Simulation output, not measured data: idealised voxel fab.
process module | voxel self aligned vias
cross-section cut | 250 nm wide | cells 5 nm
A cross-section is a grid of square cells, given in bands from the top down. A band is one or more rows of cells.
Each band's line starts with the height of the band's top and of its bottom, in nm. Then come its materials from left to right, each with its width in nm. One material with "throughout" fills the band from edge to edge. "air" is empty space.
Height 0 is the level under which the wafer as received is all one material. The lowest band goes on downwards, as in "0 down".
A width such as "30 to 40" changes by the same amount from each row of cells to the next, from the band's top row to its bottom row.
"no change" after a step means that no cell of the cross-section changed.
closed voids: empty space of 8 cells or more with no open way to the top, each as width x height at its distance from the left edge, in nm
after a step's settings: what the simulator itself notes on the step
overlay nm, on a step with a mask: how far to the right of its planned place the mask lay; to the left if negative
plan
1 op RECEIVE | material Si
2 op CONFORMAL_DEP | material SiO2 | thk nm 15
3 op CONFORMAL_DEP | material SiCN | thk nm 5
4 op DIRECTIONAL_DEP | material lowk | thk nm 25
5 op MASKED_ETCH | tone open | mask id LINES | width nm 25 | pitch nm 60 | etch materials lowk | depth nm 25 | overlay nm 0
6 op CONFORMAL_DEP | material TiN | thk nm 5
7 op FILL_DEP | material W | thk nm 5
8 op CMP | height nm 45
9 op SELECTIVE_ETCH | etch materials W Ru TiN | depth nm 10
10 op FILL_DEP | material SiN | thk nm 5
11 op CMP | height nm 45
12 op DIRECTIONAL_DEP | material lowk | thk nm 20
13 op DIRECTIONAL_DEP | material aC | thk nm 10
14 op PATTERN | tone open | mask id VIAS | material resist | width nm 45 | pitch nm 60 | thk nm 30 | overlay nm 0
15 op DIRECTIONAL_ETCH | etch materials aC | depth nm 10
16 op STRIP | etch materials resist
17 op DIRECTIONAL_ETCH | etch materials lowk | depth nm 20
18 op DIRECTIONAL_ETCH | etch materials SiN | depth nm 10
19 op STRIP | etch materials aC
20 op CONFORMAL_DEP | material TiN | thk nm 5
21 op FILL_DEP | material Cu | thk nm 10
22 op CMP | height nm 65
23 op CONFORMAL_DEP | material SiCN | thk nm 5
first wafer, as planned
as received, after step 1
  0 down: Si throughout
  closed voids: none
after step 2
  15 to 0: SiO2 throughout
  below 0: unchanged
after step 3
  20 to 15: SiCN throughout
  below 15: unchanged
after step 4
  45 to 20: lowk throughout
  below 20: unchanged
after step 5
  45 to 20: lowk 80 | air 25 | lowk 35 | air 25 | lowk 85
  below 20: unchanged
after step 6
  50 to 45: TiN 85 | air 15 | TiN 45 | air 15 | TiN 90
  45 to 25: lowk 80 | TiN 5 | air 15 | TiN 5 | lowk 35 | TiN 5 | air 15 | TiN 5 | lowk 85
  25 to 20: lowk 80 | TiN 25 | lowk 35 | TiN 25 | lowk 85
  below 20: unchanged
after step 7
  55 to 50: W throughout
  50 to 45: TiN 85 | W 15 | TiN 45 | W 15 | TiN 90
  45 to 25: lowk 80 | TiN 5 | W 15 | TiN 5 | lowk 35 | TiN 5 | W 15 | TiN 5 | lowk 85
  below 25: unchanged
after step 8
  45 to 25: lowk 80 | TiN 5 | W 15 | TiN 5 | lowk 35 | TiN 5 | W 15 | TiN 5 | lowk 85
  below 25: unchanged
after step 9
  45 to 35: lowk 80 | air 25 | lowk 35 | air 25 | lowk 85
  below 35: unchanged
after step 10
  50 to 45: SiN throughout
  45 to 35: lowk 80 | SiN 25 | lowk 35 | SiN 25 | lowk 85
  below 35: unchanged
after step 11
  45 to 35: lowk 80 | SiN 25 | lowk 35 | SiN 25 | lowk 85
  below 35: unchanged
after step 12
  65 to 45: lowk throughout
  below 45: unchanged
after step 13
  75 to 65: aC throughout
  below 65: unchanged
after step 14
  105 to 75: resist 70 | air 45 | resist 15 | air 45 | resist 75
  below 75: unchanged
after step 15
  95 to 75: resist 70 | air 45 | resist 15 | air 45 | resist 75
  75 to 65: aC 70 | air 45 | aC 15 | air 45 | aC 75
  below 65: unchanged
after step 16
  75 to 65: aC 70 | air 45 | aC 15 | air 45 | aC 75
  below 65: unchanged
after step 17
  75 to 65: aC 70 | air 45 | aC 15 | air 45 | aC 75
  65 to 45: lowk 70 | air 45 | lowk 15 | air 45 | lowk 75
  below 45: unchanged
after step 18
  75 to 65: aC 70 | air 45 | aC 15 | air 45 | aC 75
  65 to 45: lowk 70 | air 45 | lowk 15 | air 45 | lowk 75
  45 to 35: lowk 80 | air 25 | lowk 35 | air 25 | lowk 85
  below 35: unchanged
after step 19
  65 to 45: lowk 70 | air 45 | lowk 15 | air 45 | lowk 75
  below 45: unchanged
after step 20
  70 to 65: TiN 75 | air 35 | TiN 25 | air 35 | TiN 80
  65 to 50: lowk 70 | TiN 5 | air 35 | TiN 5 | lowk 15 | TiN 5 | air 35 | TiN 5 | lowk 75
  50 to 40: lowk 70 to 80 | TiN 15 to 5 | air 15 | TiN 15 to 5 | lowk 15 to 35 | TiN 15 to 5 | air 15 | TiN 15 to 5 | lowk 75 to 85
  40 to 35: lowk 80 | TiN 25 | lowk 35 | TiN 25 | lowk 85
  below 35: unchanged
after step 21
  80 to 70: Cu throughout
  70 to 65: TiN 75 | Cu 35 | TiN 25 | Cu 35 | TiN 80
  65 to 50: lowk 70 | TiN 5 | Cu 35 | TiN 5 | lowk 15 | TiN 5 | Cu 35 | TiN 5 | lowk 75
  50 to 40: lowk 70 to 80 | TiN 15 to 5 | Cu 15 | TiN 15 to 5 | lowk 15 to 35 | TiN 15 to 5 | Cu 15 | TiN 15 to 5 | lowk 75 to 85
  below 40: unchanged
after step 22
  65 to 50: lowk 70 | TiN 5 | Cu 35 | TiN 5 | lowk 15 | TiN 5 | Cu 35 | TiN 5 | lowk 75
  below 50: unchanged
after step 23
  70 to 65: SiCN throughout
  below 65: unchanged
second wafer: like start, like plan, one mistake. Through step 13 it matches the first wafer
when step 14 should have ended
  105 to 75: air 70 | resist 45 | air 15 | resist 45 | air 75
  below 75: unchanged
when step 15 should have ended
  95 to 75: air 70 | resist 45 | air 15 | resist 45 | air 75
  75 to 65: air 70 | aC 45 | air 15 | aC 45 | air 75
  below 65: unchanged
when step 16 should have ended
  75 to 65: air 70 | aC 45 | air 15 | aC 45 | air 75
  below 65: unchanged
when step 17 should have ended
  75 to 65: air 70 | aC 45 | air 15 | aC 45 | air 75
  65 to 45: air 70 | lowk 45 | air 15 | lowk 45 | air 75
  below 45: unchanged
when step 18 should have ended: no change
when step 19 should have ended
  65 to 45: air 70 | lowk 45 | air 15 | lowk 45 | air 75
  below 45: unchanged
when step 20 should have ended
  70 to 65: air 65 | TiN 55 | air 5 | TiN 55 | air 70
  65 to 50: air 65 | TiN 5 | lowk 45 | TiN 5 | air 5 | TiN 5 | lowk 45 | TiN 5 | air 70
  50 to 45: TiN 70 | lowk 45 | TiN 15 | lowk 45 | TiN 75
  below 45: unchanged
when step 21 should have ended
  80 to 70: Cu throughout
  70 to 65: Cu 65 | TiN 55 | Cu 5 | TiN 55 | Cu 70
  65 to 50: Cu 65 | TiN 5 | lowk 45 | TiN 5 | Cu 5 | TiN 5 | lowk 45 | TiN 5 | Cu 70
  below 50: unchanged
when step 22 should have ended
  65 to 50: Cu 65 | TiN 5 | lowk 45 | TiN 5 | Cu 5 | TiN 5 | lowk 45 | TiN 5 | Cu 70
  below 50: unchanged
when step 23 should have ended
  70 to 65: SiCN throughout
  below 65: unchanged
what went wrong: step 14 ran as: op PATTERN | tone cover | mask id VIAS | material resist | width nm 45 | pitch nm 60 | thk nm 30 | overlay nm 0
at the end the second wafer has, in cells: 30 more of Cu | 20 more of SiN | 6 more of TiN | 56 fewer of lowk
